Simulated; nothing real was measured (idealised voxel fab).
Herein follows the process module entitled voxel quadruple lines.
Section cut is 230 nm wide and gridded with 5 nm square cells.
Reading order for cross-sections: top band down to bottom band. Underlying form: a grid of square cells. Band size: one or more rows of cells. The band entry comprises the height of the band's top followed by the height of its bottom, expressed in nm, and subsequently the band's materials from left to right, each stated together with its width in nm. Where a single material is marked with the word "everywhere", that material fills the band from edge to edge. The word "blank" represents empty space. A quick word on heights: they are counted from 0, and under that level the wafer as it came to us is one material throughout. The lowest band is different from the rest in having no bottom; it simply continues downward, written as in "0 and below". Width "30 to 40": first value at the band's top row of cells, second value at its bottom row, equal change from row to row. For the purposes of this document, the phrase "same as before" attached to a step denotes that no cell within the cross-section was modified by that step. Listed in "Unvented voids": every empty space of 8 or more cells without an open way to the top. Form: width x height at distance, the distance being from the left edge, all in nm. That trailing text on a step's line, after the settings, is the simulator's own remark on the step. On any step carrying a mask, the "overlay nm" setting, if present on the step's line, tells how far right of its planned place the mask lay; negative values point to the left.
This section lists the process steps that were planned:
1 RECEIVE | material Si
2 CONFORMAL_DEP | material SiO2 | thk nm 5
3 DIRECTIONAL_DEP | material TiN | thk nm 10
4 DIRECTIONAL_DEP | material polySi | thk nm 15
5 DIRECTIONAL_DEP | material aC | thk nm 20
6 PATTERN | tone cover | mask id MANDREL | material resist | width nm 25 | thk nm 25 | overlay nm 0
7 DIRECTIONAL_ETCH | etch materials aC | depth nm 20
8 STRIP | etch materials resist
9 CONFORMAL_DEP | material SiO2 | thk nm 15
10 DIRECTIONAL_ETCH | etch materials SiO2 | depth nm 15
11 STRIP | etch materials aC
12 DIRECTIONAL_ETCH | etch materials polySi | depth nm 15
13 STRIP | etch materials SiO2
14 CONFORMAL_DEP | material SiCN | thk nm 5
15 DIRECTIONAL_ETCH | etch materials SiCN | depth nm 5
16 STRIP | etch materials polySi
17 DIRECTIONAL_ETCH | etch materials TiN | depth nm 10
18 STRIP | etch materials SiCN
19 FILL_DEP | material SiO2 | thk nm 5
20 CMP | height nm 15
The first of two wafers, run as planned:
Wafer at receipt (post step 1), cross-section:
- 0 and below  Si everywhere
- Unvented voids: none
Take a look at the wafer's cross-section after step 2:
- 5 down to 0  SiO2 everywhere
- At heights below 0, the structure remains unaltered.
Take a look at the wafer's cross-section after step 3:
- 15 down to 5  TiN everywhere
- At heights below 5, the structure remains unaltered.
Take a look at the wafer's cross-section after step 4:
- 30 down to 15  polySi everywhere
- At heights below 15, the structure remains unaltered.
Take a look at the wafer's cross-section after step 5:
- 50 down to 30  aC everywhere
- At heights below 30, the structure remains unaltered.
Take a look at the wafer's cross-section after step 6:
- 75 down to 50  blank (100) / resist (25) / blank (105)
- At heights below 50, the structure remains unaltered.
Take a look at the wafer's cross-section after step 7:
- 55 down to 50  blank (100) / resist (25) / blank (105)
- 50 down to 30  blank (100) / aC (25) / blank (105)
- At heights below 30, the structure remains unaltered.
Take a look at the wafer's cross-section after step 8:
- 50 down to 30  blank (100) / aC (25) / blank (105)
- At heights below 30, the structure remains unaltered.
Take a look at the wafer's cross-section after step 9:
- 65 down to 50  blank (85) / SiO2 (55) / blank (90)
- 50 down to 45  blank (85) / SiO2 (15) / aC (25) / SiO2 (15) / blank (90)
- 45 down to 30  SiO2 (100) / aC (25) / SiO2 (105)
- At heights below 30, the structure remains unaltered.
Take a look at the wafer's cross-section after step 10:
- 50 down to 30  blank (85) / SiO2 (15) / aC (25) / SiO2 (15) / blank (90)
- At heights below 30, the structure remains unaltered.
Take a look at the wafer's cross-section after step 11:
- 50 down to 30  blank (85) / SiO2 (15) / blank (25) / SiO2 (15) / blank (90)
- At heights below 30, the structure remains unaltered.
Take a look at the wafer's cross-section after step 12:
- 50 down to 30  blank (85) / SiO2 (15) / blank (25) / SiO2 (15) / blank (90)
- 30 down to 15  blank (85) / polySi (15) / blank (25) / polySi (15) / blank (90)
- At heights below 15, the structure remains unaltered.
Take a look at the wafer's cross-section after step 13:
- 30 down to 15  blank (85) / polySi (15) / blank (25) / polySi (15) / blank (90)
- At heights below 15, the structure remains unaltered.
Take a look at the wafer's cross-section after step 14:
- 35 down to 30  blank (80) / SiCN (25) / blank (15) / SiCN (25) / blank (85)
- 30 down to 20  blank (80) / SiCN (5) / polySi (15) / SiCN (5) / blank (15) / SiCN (5) / polySi (15) / SiCN (5) / blank (85)
- 20 down to 15  SiCN (85) / polySi (15) / SiCN (25) / polySi (15) / SiCN (90)
- At heights below 15, the structure remains unaltered.
Take a look at the wafer's cross-section after step 15:
- 30 down to 15  blank (80) / SiCN (5) / polySi (15) / SiCN (5) / blank (15) / SiCN (5) / polySi (15) / SiCN (5) / blank (85)
- At heights below 15, the structure remains unaltered.
Take a look at the wafer's cross-section after step 16:
- 30 down to 15  blank (80) / SiCN (5) / blank (15) / SiCN (5) / blank (15) / SiCN (5) / blank (15) / SiCN (5) / blank (85)
- At heights below 15, the structure remains unaltered.
Take a look at the wafer's cross-section after step 17:
- 30 down to 15  blank (80) / SiCN (5) / blank (15) / SiCN (5) / blank (15) / SiCN (5) / blank (15) / SiCN (5) / blank (85)
- 15 down to 5  blank (80) / TiN (5) / blank (15) / TiN (5) / blank (15) / TiN (5) / blank (15) / TiN (5) / blank (85)
- At heights below 5, the structure remains unaltered.
Take a look at the wafer's cross-section after step 18:
- 15 down to 5  blank (80) / TiN (5) / blank (15) / TiN (5) / blank (15) / TiN (5) / blank (15) / TiN (5) / blank (85)
- At heights below 5, the structure remains unaltered.
Take a look at the wafer's cross-section after step 19:
- 20 down to 15  SiO2 everywhere
- 15 down to 5  SiO2 (80) / TiN (5) / SiO2 (15) / TiN (5) / SiO2 (15) / TiN (5) / SiO2 (15) / TiN (5) / SiO2 (85)
- At heights below 5, the structure remains unaltered.
Take a look at the wafer's cross-section after step 20:
- 15 down to 5  SiO2 (80) / TiN (5) / SiO2 (15) / TiN (5) / SiO2 (15) / TiN (5) / SiO2 (15) / TiN (5) / SiO2 (85)
- At heights below 5, the structure remains unaltered.
Here the second wafer is described. Its start and its plan were those of the first wafer. Its run contained one mistake. Up to and including step 5, it did exactly what the first wafer did:
Planned end of step 6: second wafer, cross-section:
- 75 down to 50  blank (105) / resist (20) / blank (105)
- At heights below 50, the structure remains unaltered.
Planned end of step 7: second wafer, cross-section:
- 55 down to 50  blank (105) / resist (20) / blank (105)
- 50 down to 30  blank (105) / aC (20) / blank (105)
- At heights below 30, the structure remains unaltered.
Planned end of step 8: second wafer, cross-section:
- 50 down to 30  blank (105) / aC (20) / blank (105)
- At heights below 30, the structure remains unaltered.
Planned end of step 9: second wafer, cross-section:
- 65 down to 50  blank (90) / SiO2 (50) / blank (90)
- 50 down to 45  blank (90) / SiO2 (15) / aC (20) / SiO2 (15) / blank (90)
- 45 down to 30  SiO2 (105) / aC (20) / SiO2 (105)
- At heights below 30, the structure remains unaltered.
Planned end of step 10: second wafer, cross-section:
- 50 down to 30  blank (90) / SiO2 (15) / aC (20) / SiO2 (15) / blank (90)
- At heights below 30, the structure remains unaltered.
Planned end of step 11: second wafer, cross-section:
- 50 down to 30  blank (90) / SiO2 (15) / blank (20) / SiO2 (15) / blank (90)
- At heights below 30, the structure remains unaltered.
Planned end of step 12: second wafer, cross-section:
- 50 down to 30  blank (90) / SiO2 (15) / blank (20) / SiO2 (15) / blank (90)
- 30 down to 15  blank (90) / polySi (15) / blank (20) / polySi (15) / blank (90)
- At heights below 15, the structure remains unaltered.
Planned end of step 13: second wafer, cross-section:
- 30 down to 15  blank (90) / polySi (15) / blank (20) / polySi (15) / blank (90)
- At heights below 15, the structure remains unaltered.
Planned end of step 14: second wafer, cross-section:
- 35 down to 30  blank (85) / SiCN (25) / blank (10) / SiCN (25) / blank (85)
- 30 down to 20  blank (85) / SiCN (5) / polySi (15) / SiCN (5) / blank (10) / SiCN (5) / polySi (15) / SiCN (5) / blank (85)
- 20 down to 15  SiCN (90) / polySi (15) / SiCN (20) / polySi (15) / SiCN (90)
- At heights below 15, the structure remains unaltered.
Planned end of step 15: second wafer, cross-section:
- 30 down to 15  blank (85) / SiCN (5) / polySi (15) / SiCN (5) / blank (10) / SiCN (5) / polySi (15) / SiCN (5) / blank (85)
- At heights below 15, the structure remains unaltered.
Planned end of step 16: second wafer, cross-section:
- 30 down to 15  blank (85) / SiCN (5) / blank (15) / SiCN (5) / blank (10) / SiCN (5) / blank (15) / SiCN (5) / blank (85)
- At heights below 15, the structure remains unaltered.
Planned end of step 17: second wafer, cross-section:
- 30 down to 15  blank (85) / SiCN (5) / blank (15) / SiCN (5) / blank (10) / SiCN (5) / blank (15) / SiCN (5) / blank (85)
- 15 down to 5  blank (85) / TiN (5) / blank (15) / TiN (5) / blank (10) / TiN (5) / blank (15) / TiN (5) / blank (85)
- At heights below 5, the structure remains unaltered.
Planned end of step 18: second wafer, cross-section:
- 15 down to 5  blank (85) / TiN (5) / blank (15) / TiN (5) / blank (10) / TiN (5) / blank (15) / TiN (5) / blank (85)
- At heights below 5, the structure remains unaltered.
Planned end of step 19: second wafer, cross-section:
- 20 down to 15  SiO2 everywhere
- 15 down to 5  SiO2 (85) / TiN (5) / SiO2 (15) / TiN (5) / SiO2 (10) / TiN (5) / SiO2 (15) / TiN (5) / SiO2 (85)
- At heights below 5, the structure remains unaltered.
Planned end of step 20: second wafer, cross-section:
- 15 down to 5  SiO2 (85) / TiN (5) / SiO2 (15) / TiN (5) / SiO2 (10) / TiN (5) / SiO2 (15) / TiN (5) / SiO2 (85)
- At heights below 5, the structure remains unaltered.
Deviation noted in wafer processing: step 6 changed vs plan, executed as PATTERN | tone cover | mask id MANDREL | material resist | width nm 20 | thk nm 25 | overlay nm 0
Matching per-material cell counts, mismatched positions: that is how the second wafer compares with the first at the end.
